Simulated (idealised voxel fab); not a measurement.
process module | voxel ribs on slabs
cross-section cut | 165 nm wide | cells 5 nm
A cross-section is a grid of square cells, given in bands from the top down. A band is one or more rows of cells.
Each band's line starts with the height of the band's top and of its bottom, in nm. Then come its materials from left to right, each with its width in nm. One material with "throughout" fills the band from edge to edge. "air" is empty space.
Height 0 is the level under which the wafer as received is all one material. The lowest band goes on downwards, as in "0 down".
A width such as "30 to 40" changes by the same amount from each row of cells to the next, from the band's top row to its bottom row.
"no change" after a step means that no cell of the cross-section changed.
closed voids: empty space of 8 cells or more with no open way to the top, each as width x height at its distance from the left edge, in nm
after a step's settings: what the simulator itself notes on the step
overlay nm, on a step with a mask: how far to the right of its planned place the mask lay; to the left if negative
plan
1 op RECEIVE | material Si
2 op DIRECTIONAL_DEP | material SiO2 | thk nm 30
3 op DIRECTIONAL_DEP | material polySi | thk nm 20
4 op MASKED_ETCH | tone cover | mask id RIB | width nm 30 | etch materials polySi | depth nm 15 | overlay nm 0
5 op MASKED_ETCH | tone cover | mask id SLAB | width nm 70 | etch materials polySi | depth nm 5 | overlay nm 0
6 op FILL_DEP | material SiO2 | thk nm 20
7 op CMP | height nm 60
8 op DIRECTIONAL_DEP | material W | thk nm 5
9 op PATTERN | tone cover | mask id HEATER | material resist | width nm 40 | thk nm 20 | overlay nm 0
10 op DIRECTIONAL_ETCH | etch materials W | depth nm 5
11 op STRIP | etch materials resist
12 op CONFORMAL_DEP | material SiO2 | thk nm 5
as received, after step 1
  0 down: Si throughout
  closed voids: none
a wafer at the end: this start, this plan, one mistake
  70 to 65: air 50 | SiO2 60 | air 55
  65 to 60: SiO2 55 | W 50 | SiO2 60
  60 to 50: SiO2 throughout
  50 to 35: SiO2 65 | polySi 30 | SiO2 70
  35 to 30: SiO2 45 | polySi 70 | SiO2 50
  30 to 0: SiO2 throughout
  0 down: Si throughout
  closed voids: none
what went wrong: step 9 ran as: op PATTERN | tone cover | mask id HEATER | material resist | width nm 50 | thk nm 20 | overlay nm 0
